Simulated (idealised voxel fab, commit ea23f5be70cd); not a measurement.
You're looking at the process module voxel self aligned contacts.
cross-section cut | 200 nm wide | cells 5 nm
In this document a cross-section is written as a grid of square cells. It is given as a series of bands, listed from the top down, and a band is one or more rows of cells.
Within each band entry, the heights of the top and of the bottom of the band appear first, in that order and in nm; the materials of the band then follow from left to right, each with its corresponding width in nm. The designation "all across" on a single material indicates that it fills the band from edge to edge; the designation "air" indicates empty space.
Counting heights begins at 0, where everything beneath is, in the wafer as received, one material. The lowest band has no bottom; it goes on downwards, as "top 0, no bottom" shows.
So if you see something like "30->40" for the width, read it as the top row of the band sitting at the first number and the bottom row at the second, with every row in between moving by the same amount as the last.
Where the words "nothing was modified" appear for a step, the cross-section shows no cell changed by that step; every cell remained as before.
Under "Completely enclosed voids" you'll find the enclosed gaps, the ones with no way out to the top, that are 8 cells or bigger; each reads width x height at distance, with distance counted from the left edge, everything in nm.
What comes after the settings on a step's line is commentary from the simulator itself on that step.
For masked steps, "overlay nm" on the step line gives how far right of plan the mask actually lay; a minus sign means it lay to the left.
Planned process steps
- 1: RECEIVE,material Si
- 2: CONFORMAL_DEP,material SiO2,thk nm 5
- 3: DIRECTIONAL_DEP,material polySi,thk nm 25
- 4: DIRECTIONAL_DEP,material SiN,thk nm 20
- 5: DIRECTIONAL_DEP,material aC,thk nm 15
- 6: PATTERN,tone cover,mask id GATE,material resist,width nm 35,pitch nm 70,thk nm 35,overlay nm 0
- 7: DIRECTIONAL_ETCH,etch materials aC,depth nm 15
- 8: STRIP,etch materials resist
- 9: DIRECTIONAL_ETCH,etch materials SiN,depth nm 20
- 10: DIRECTIONAL_ETCH,etch materials polySi,depth nm 25
- 11: STRIP,etch materials aC
- 12: CONFORMAL_DEP,material SiN,thk nm 10
- 13: DIRECTIONAL_ETCH,etch materials SiN,depth nm 10
- 14: FILL_DEP,material SiO2,thk nm 10
- 15: CMP,height nm 55
- 16: PATTERN,tone open,mask id CONTACT,material resist,width nm 55,thk nm 15,overlay nm 0
- 17: DIRECTIONAL_ETCH,etch materials SiO2,depth nm 55
- 18: STRIP,etch materials resist
- 19: CONFORMAL_DEP,material TiN,thk nm 5
- 20: FILL_DEP,material W,thk nm 5
- 21: CMP,height nm 55
- 22: CONFORMAL_DEP,material SiN,thk nm 5
The first of the two wafers, which ran as planned
Cross-section of the wafer as it came to us, i.e., already through step 1
* top 0, no bottom  Si all across
* Completely enclosed voids: none
Sectional view: wafer, after step 2
* top 5, bottom 0  SiO2 all across
* Everything below 0 is unchanged.
Sectional view: wafer, after step 3
* top 30, bottom 5  polySi all across
* Everything below 5 is unchanged.
Sectional view: wafer, after step 4
* top 50, bottom 30  SiN all across
* Everything below 30 is unchanged.
Sectional view: wafer, after step 5
* top 65, bottom 50  aC all across
* Everything below 50 is unchanged.
Sectional view: wafer, after step 6
* top 100, bottom 65  air 45 nm, then resist 35 nm, then air 35 nm, then resist 35 nm, then air 50 nm
* Everything below 65 is unchanged.
Sectional view: wafer, after step 7
* top 85, bottom 65  air 45 nm, then resist 35 nm, then air 35 nm, then resist 35 nm, then air 50 nm
* top 65, bottom 50  air 45 nm, then aC 35 nm, then air 35 nm, then aC 35 nm, then air 50 nm
* Everything below 50 is unchanged.
Sectional view: wafer, after step 8
* top 65, bottom 50  air 45 nm, then aC 35 nm, then air 35 nm, then aC 35 nm, then air 50 nm
* Everything below 50 is unchanged.
Sectional view: wafer, after step 9
* top 65, bottom 50  air 45 nm, then aC 35 nm, then air 35 nm, then aC 35 nm, then air 50 nm
* top 50, bottom 30  air 45 nm, then SiN 35 nm, then air 35 nm, then SiN 35 nm, then air 50 nm
* Everything below 30 is unchanged.
Sectional view: wafer, after step 10
* top 65, bottom 50  air 45 nm, then aC 35 nm, then air 35 nm, then aC 35 nm, then air 50 nm
* top 50, bottom 30  air 45 nm, then SiN 35 nm, then air 35 nm, then SiN 35 nm, then air 50 nm
* top 30, bottom 5  air 45 nm, then polySi 35 nm, then air 35 nm, then polySi 35 nm, then air 50 nm
* Everything below 5 is unchanged.
Sectional view: wafer, after step 11
* top 50, bottom 30  air 45 nm, then SiN 35 nm, then air 35 nm, then SiN 35 nm, then air 50 nm
* Everything below 30 is unchanged.
Sectional view: wafer, after step 12
* top 60, bottom 30  air 35 nm, then SiN 55 nm, then air 15 nm, then SiN 55 nm, then air 40 nm
* top 30, bottom 15  air 35 nm, then SiN 10 nm, then polySi 35 nm, then SiN 10 nm, then air 15 nm, then SiN 10 nm, then polySi 35 nm, then SiN 10 nm, then air 40 nm
* top 15, bottom 5  SiN 45 nm, then polySi 35 nm, then SiN 35 nm, then polySi 35 nm, then SiN 50 nm
* Everything below 5 is unchanged.
Sectional view: wafer, after step 13
* top 50, bottom 30  air 35 nm, then SiN 55 nm, then air 15 nm, then SiN 55 nm, then air 40 nm
* top 30, bottom 5  air 35 nm, then SiN 10 nm, then polySi 35 nm, then SiN 10 nm, then air 15 nm, then SiN 10 nm, then polySi 35 nm, then SiN 10 nm, then air 40 nm
* Everything below 5 is unchanged.
Sectional view: wafer, after step 14
* top 60, bottom 50  SiO2 all across
* top 50, bottom 30  SiO2 35 nm, then SiN 55 nm, then SiO2 15 nm, then SiN 55 nm, then SiO2 40 nm
* top 30, bottom 5  SiO2 35 nm, then SiN 10 nm, then polySi 35 nm, then SiN 10 nm, then SiO2 15 nm, then SiN 10 nm, then polySi 35 nm, then SiN 10 nm, then SiO2 40 nm
* Everything below 5 is unchanged.
Sectional view: wafer, after step 15
* top 55, bottom 50  SiO2 all across
* Everything below 50 is unchanged.
Sectional view: wafer, after step 16
* top 70, bottom 55  resist 70 nm, then air 55 nm, then resist 75 nm
* Everything below 55 is unchanged.
Sectional view: wafer, after step 17
* top 70, bottom 55  resist 70 nm, then air 55 nm, then resist 75 nm
* top 55, bottom 50  SiO2 70 nm, then air 55 nm, then SiO2 75 nm
* top 50, bottom 30  SiO2 35 nm, then SiN 55 nm, then air 15 nm, then SiN 55 nm, then SiO2 40 nm
* top 30, bottom 5  SiO2 35 nm, then SiN 10 nm, then polySi 35 nm, then SiN 10 nm, then air 15 nm, then SiN 10 nm, then polySi 35 nm, then SiN 10 nm, then SiO2 40 nm
* top 5, bottom 0  SiO2 90 nm, then air 15 nm, then SiO2 95 nm
* Everything below 0 is unchanged.
Sectional view: wafer, after step 18
* top 55, bottom 50  SiO2 70 nm, then air 55 nm, then SiO2 75 nm
* Everything below 50 is unchanged.
Sectional view: wafer, after step 19
* top 60, bottom 55  TiN 75 nm, then air 45 nm, then TiN 80 nm
* top 55, bottom 50  SiO2 70 nm, then TiN 25 nm, then air 5 nm, then TiN 25 nm, then SiO2 75 nm
* top 50, bottom 30  SiO2 35 nm, then SiN 55 nm, then TiN 5 nm, then air 5 nm, then TiN 5 nm, then SiN 55 nm, then SiO2 40 nm
* top 30, bottom 5  SiO2 35 nm, then SiN 10 nm, then polySi 35 nm, then SiN 10 nm, then TiN 5 nm, then air 5 nm, then TiN 5 nm, then SiN 10 nm, then polySi 35 nm, then SiN 10 nm, then SiO2 40 nm
* top 5, bottom 0  SiO2 90 nm, then TiN 15 nm, then SiO2 95 nm
* Everything below 0 is unchanged.
Sectional view: wafer, after step 20
* top 65, bottom 60  W all across
* top 60, bottom 55  TiN 75 nm, then W 45 nm, then TiN 80 nm
* top 55, bottom 50  SiO2 70 nm, then TiN 25 nm, then W 5 nm, then TiN 25 nm, then SiO2 75 nm
* top 50, bottom 30  SiO2 35 nm, then SiN 55 nm, then TiN 5 nm, then W 5 nm, then TiN 5 nm, then SiN 55 nm, then SiO2 40 nm
* top 30, bottom 5  SiO2 35 nm, then SiN 10 nm, then polySi 35 nm, then SiN 10 nm, then TiN 5 nm, then W 5 nm, then TiN 5 nm, then SiN 10 nm, then polySi 35 nm, then SiN 10 nm, then SiO2 40 nm
* Everything below 5 is unchanged.
Sectional view: wafer, after step 21
* top 55, bottom 50  SiO2 70 nm, then TiN 25 nm, then W 5 nm, then TiN 25 nm, then SiO2 75 nm
* Everything below 50 is unchanged.
Sectional view: wafer, after step 22
* top 60, bottom 55  SiN all across
* Everything below 55 is unchanged.
Companion wafer, the second of two: same beginning, same intended sequence, one mistake in carrying it out; through step 5 inclusive it tracks the first exactly
Second wafer profile in section, at the moment step 6 of the plan was meant to be complete
* top 100, bottom 65  resist 45 nm, then air 35 nm, then resist 35 nm, then air 35 nm, then resist 50 nm
* Everything below 65 is unchanged.
Second wafer profile in section, at the moment step 7 of the plan was meant to be complete
* top 85, bottom 65  resist 45 nm, then air 35 nm, then resist 35 nm, then air 35 nm, then resist 50 nm
* top 65, bottom 50  aC 45 nm, then air 35 nm, then aC 35 nm, then air 35 nm, then aC 50 nm
* Everything below 50 is unchanged.
Second wafer profile in section, at the moment step 8 of the plan was meant to be complete
* top 65, bottom 50  aC 45 nm, then air 35 nm, then aC 35 nm, then air 35 nm, then aC 50 nm
* Everything below 50 is unchanged.
Second wafer profile in section, at the moment step 9 of the plan was meant to be complete
* top 65, bottom 50  aC 45 nm, then air 35 nm, then aC 35 nm, then air 35 nm, then aC 50 nm
* top 50, bottom 30  SiN 45 nm, then air 35 nm, then SiN 35 nm, then air 35 nm, then SiN 50 nm
* Everything below 30 is unchanged.
Second wafer profile in section, at the moment step 10 of the plan was meant to be complete
* top 65, bottom 50  aC 45 nm, then air 35 nm, then aC 35 nm, then air 35 nm, then aC 50 nm
* top 50, bottom 30  SiN 45 nm, then air 35 nm, then SiN 35 nm, then air 35 nm, then SiN 50 nm
* top 30, bottom 5  polySi 45 nm, then air 35 nm, then polySi 35 nm, then air 35 nm, then polySi 50 nm
* Everything below 5 is unchanged.
Second wafer profile in section, at the moment step 11 of the plan was meant to be complete
* top 50, bottom 30  SiN 45 nm, then air 35 nm, then SiN 35 nm, then air 35 nm, then SiN 50 nm
* Everything below 30 is unchanged.
Second wafer profile in section, at the moment step 12 of the plan was meant to be complete
* top 60, bottom 30  SiN 55 nm, then air 15 nm, then SiN 55 nm, then air 15 nm, then SiN 60 nm
* top 30, bottom 15  polySi 45 nm, then SiN 10 nm, then air 15 nm, then SiN 10 nm, then polySi 35 nm, then SiN 10 nm, then air 15 nm, then SiN 10 nm, then polySi 50 nm
* top 15, bottom 5  polySi 45 nm, then SiN 35 nm, then polySi 35 nm, then SiN 35 nm, then polySi 50 nm
* Everything below 5 is unchanged.
Second wafer profile in section, at the moment step 13 of the plan was meant to be complete
* top 50, bottom 30  SiN 55 nm, then air 15 nm, then SiN 55 nm, then air 15 nm, then SiN 60 nm
* top 30, bottom 5  polySi 45 nm, then SiN 10 nm, then air 15 nm, then SiN 10 nm, then polySi 35 nm, then SiN 10 nm, then air 15 nm, then SiN 10 nm, then polySi 50 nm
* Everything below 5 is unchanged.
Second wafer profile in section, at the moment step 14 of the plan was meant to be complete
* top 60, bottom 50  SiO2 all across
* top 50, bottom 30  SiN 55 nm, then SiO2 15 nm, then SiN 55 nm, then SiO2 15 nm, then SiN 60 nm
* top 30, bottom 5  polySi 45 nm, then SiN 10 nm, then SiO2 15 nm, then SiN 10 nm, then polySi 35 nm, then SiN 10 nm, then SiO2 15 nm, then SiN 10 nm, then polySi 50 nm
* Everything below 5 is unchanged.
Second wafer profile in section, at the moment step 15 of the plan was meant to be complete
* top 55, bottom 50  SiO2 all across
* Everything below 50 is unchanged.
Second wafer profile in section, at the moment step 16 of the plan was meant to be complete
* top 70, bottom 55  resist 70 nm, then air 55 nm, then resist 75 nm
* Everything below 55 is unchanged.
Second wafer profile in section, at the moment step 17 of the plan was meant to be complete
* top 70, bottom 55  resist 70 nm, then air 55 nm, then resist 75 nm
* top 55, bottom 50  SiO2 70 nm, then air 55 nm, then SiO2 75 nm
* Everything below 50 is unchanged.
Second wafer profile in section, at the moment step 18 of the plan was meant to be complete
* top 55, bottom 50  SiO2 70 nm, then air 55 nm, then SiO2 75 nm
* Everything below 50 is unchanged.
Second wafer profile in section, at the moment step 19 of the plan was meant to be complete
* top 60, bottom 55  TiN 75 nm, then air 45 nm, then TiN 80 nm
* top 55, bottom 50  SiO2 70 nm, then TiN 55 nm, then SiO2 75 nm
* Everything below 50 is unchanged.
Second wafer profile in section, at the moment step 20 of the plan was meant to be complete
* top 65, bottom 60  W all across
* top 60, bottom 55  TiN 75 nm, then W 45 nm, then TiN 80 nm
* Everything below 55 is unchanged.
Second wafer profile in section, at the moment step 21 of the plan was meant to be complete
* top 55, bottom 50  SiO2 70 nm, then TiN 55 nm, then SiO2 75 nm
* Everything below 50 is unchanged.
Second wafer profile in section, at the moment step 22 of the plan was meant to be complete
* top 60, bottom 55  SiN all across
* Everything below 55 is unchanged.
Want to know what went wrong? off-plan run, step 6, actual operation and settings PATTERN,tone open,mask id GATE,material resist,width nm 35,pitch nm 70,thk nm 35,overlay nm 0
The final cell counts differ between the wafers, with the second having more or fewer of some materials than the first: +48 SiN, -78 SiO2, -20 TiN, -10 W, +60 polySi
